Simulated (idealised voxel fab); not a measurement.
Proc. module: voxel capacitor over wiring
The width of the displayed cross-section, cut, is 150 nm; its cells are square, with a size of 5 nm.
The cross-sections in this document take the form of a grid made of square cells. They are written out as bands, in order from top to bottom. Each band consists of one or more rows of cells. A band entry consists of two parts. The first gives the height of the band's top and the height of its bottom, in nm. The rest lists the band's materials from left to right, each with its width in nm. A single material labelled with the word "full width" fills the band from edge to edge, and the word "empty" marks empty space. Height 0 is the level under which the wafer as received is all one material. The lowest band goes on downwards, as in "0 -> down". With a width like "30..40", each row of cells in the band differs from the next by the same amount, the top row carrying the first number and the bottom row the second. "no modification", as given for a step, is the statement that not any cell of the cross-section underwent a change during that step. Empty spaces counting at least 8 cells and having no open way to the top are listed in "Voids, sealed". The notation width x height at distance is used for each, the distance being from the left edge and all three values in nm. Whatever follows a step's settings on its line is a remark the simulator itself makes about that step. The "overlay nm" setting may appear on a step's line; for a step that uses a mask, it gives how far to the right of its planned position the mask lay, and a negative value indicates the left.

### Listed below are the process steps as planned
| 1 | RECEIVE with material Si |
| 2 | CONFORMAL_DEP with material SiO2, thk nm 10 |
| 3 | DIRECTIONAL_DEP with material TiN, thk nm 5 |
| 4 | DIRECTIONAL_DEP with material W, thk nm 15 |
| 5 | MASKED_ETCH with tone cover, mask id METAL_1, width nm 30, pitch nm 90, etch materials W, depth nm 15, overlay nm 0 |
| 6 | MASKED_ETCH with tone cover, mask id METAL_1, width nm 30, pitch nm 90, etch materials TiN, depth nm 5, overlay nm 0 |
| 7 | CONFORMAL_DEP with material SiCN, thk nm 5 |
| 8 | FILL_DEP with material lowk, thk nm 5 |
| 9 | CMP with height nm 30 |
| 10 | CONFORMAL_DEP with material SiCN, thk nm 5 |
| 11 | DIRECTIONAL_DEP with material lowk, thk nm 15 |
| 12 | MASKED_ETCH with tone open, mask id PLUG_1, width nm 15, etch materials lowk, depth nm 15, overlay nm 0 |
| 13 | MASKED_ETCH with tone open, mask id PLUG_1, width nm 15, etch materials SiCN, depth nm 5, overlay nm 0 |
| 14 | EPI with material Ru, thk nm 10 |
| 15 | EPI with material Ru, thk nm 10 |
| 16 | DIRECTIONAL_DEP with material TiN, thk nm 10 |
| 17 | DIRECTIONAL_DEP with material SiN, thk nm 5 |
| 18 | DIRECTIONAL_DEP with material TiN, thk nm 10 |
| 19 | DIRECTIONAL_DEP with material aC, thk nm 15 |
| 20 | PATTERN with tone cover, mask id UPPER_PLATE, material resist, width nm 65, thk nm 35, overlay nm 0 |
| 21 | DIRECTIONAL_ETCH with etch materials aC, depth nm 15 |
| 22 | STRIP with etch materials resist |
| 23 | DIRECTIONAL_ETCH with etch materials TiN, depth nm 10 |
| 24 | DIRECTIONAL_ETCH with etch materials SiN, depth nm 5 |
| 25 | STRIP with etch materials aC |
| 26 | DIRECTIONAL_DEP with material aC, thk nm 15 |
| 27 | PATTERN with tone cover, mask id LOWER_PLATE, material resist, width nm 75, thk nm 35, overlay nm 0 |
| 28 | DIRECTIONAL_ETCH with etch materials aC, depth nm 15 |
| 29 | STRIP with etch materials resist |
| 30 | DIRECTIONAL_ETCH with etch materials TiN, depth nm 10 |
| 31 | STRIP with etch materials aC |
| 32 | FILL_DEP with material SiO2, thk nm 15 |
| 33 | CMP with height nm 85 |
| 34 | PATTERN with tone open, mask id PLUG_2, material resist, width nm 15, thk nm 20, overlay nm 0 |
| 35 | DIRECTIONAL_ETCH with etch materials SiO2, depth nm 10 |
| 36 | STRIP with etch materials resist |
| 37 | CONFORMAL_DEP with material TiN, thk nm 5 |
| 38 | FILL_DEP with material Cu, thk nm 10 |
| 39 | CMP with height nm 85 |
| 40 | CONFORMAL_DEP with material SiCN, thk nm 5 |

### This is the cross-section of the wafer as we received it, i.e. after step 1
> 0 -> down: Si full width
> Voids, sealed: none

### As-planned run: cross-section of the first of two wafers at end of module
> 90 -> 85: SiCN full width
> 85 -> 80: 40 of SiO2; 5 of TiN; 5 of Cu; 5 of TiN; 95 of SiO2
> 80 -> 75: 40 of SiO2; 15 of TiN; 95 of SiO2
> 75 -> 65: 30 of SiO2; 65 of TiN; 55 of SiO2
> 65 -> 60: 30 of SiO2; 65 of SiN; 55 of SiO2
> 60 -> 50: 25 of SiO2; 75 of TiN; 50 of SiO2
> 50 -> 35: 30 of lowk; 15 of Ru; 105 of lowk
> 35 -> 30: 30 of SiCN; 15 of Ru; 105 of SiCN
> 30 -> 15: 10 of lowk; 5 of SiCN; 30 of W; 5 of SiCN; 50 of lowk; 5 of SiCN; 30 of W; 5 of SiCN; 10 of lowk
> 15 -> 10: 15 of SiCN; 30 of TiN; 60 of SiCN; 30 of TiN; 15 of SiCN
> 10 -> 0: SiO2 full width
> 0 -> down: Si full width
> Voids, sealed: none

### Wafer two, sectioned after the module: the first wafer's start, the first wafer's plan, and one mistake in how it was run
> 90 -> 85: SiO2 full width
> 85 -> 80: 40 of SiO2; 5 of TiN; 5 of Cu; 5 of TiN; 95 of SiO2
> 80 -> 75: 40 of SiO2; 15 of TiN; 95 of SiO2
> 75 -> 65: 30 of SiO2; 65 of TiN; 55 of SiO2
> 65 -> 60: 30 of SiO2; 65 of SiN; 55 of SiO2
> 60 -> 50: 25 of SiO2; 75 of TiN; 50 of SiO2
> 50 -> 35: 30 of lowk; 15 of Ru; 105 of lowk
> 35 -> 30: 30 of SiCN; 15 of Ru; 105 of SiCN
> 30 -> 15: 10 of lowk; 5 of SiCN; 30 of W; 5 of SiCN; 50 of lowk; 5 of SiCN; 30 of W; 5 of SiCN; 10 of lowk
> 15 -> 10: 15 of SiCN; 30 of TiN; 60 of SiCN; 30 of TiN; 15 of SiCN
> 10 -> 0: SiO2 full width
> 0 -> down: Si full width
> Voids, sealed: none
Against the plan, the run slipped here: the process deviated at step 40: the operation and settings actually run there were CONFORMAL_DEP with material SiO2, thk nm 5
Count the cells at the end and the second wafer has more or fewer of some materials than the first: 30 fewer of SiCN; 30 more of SiO2
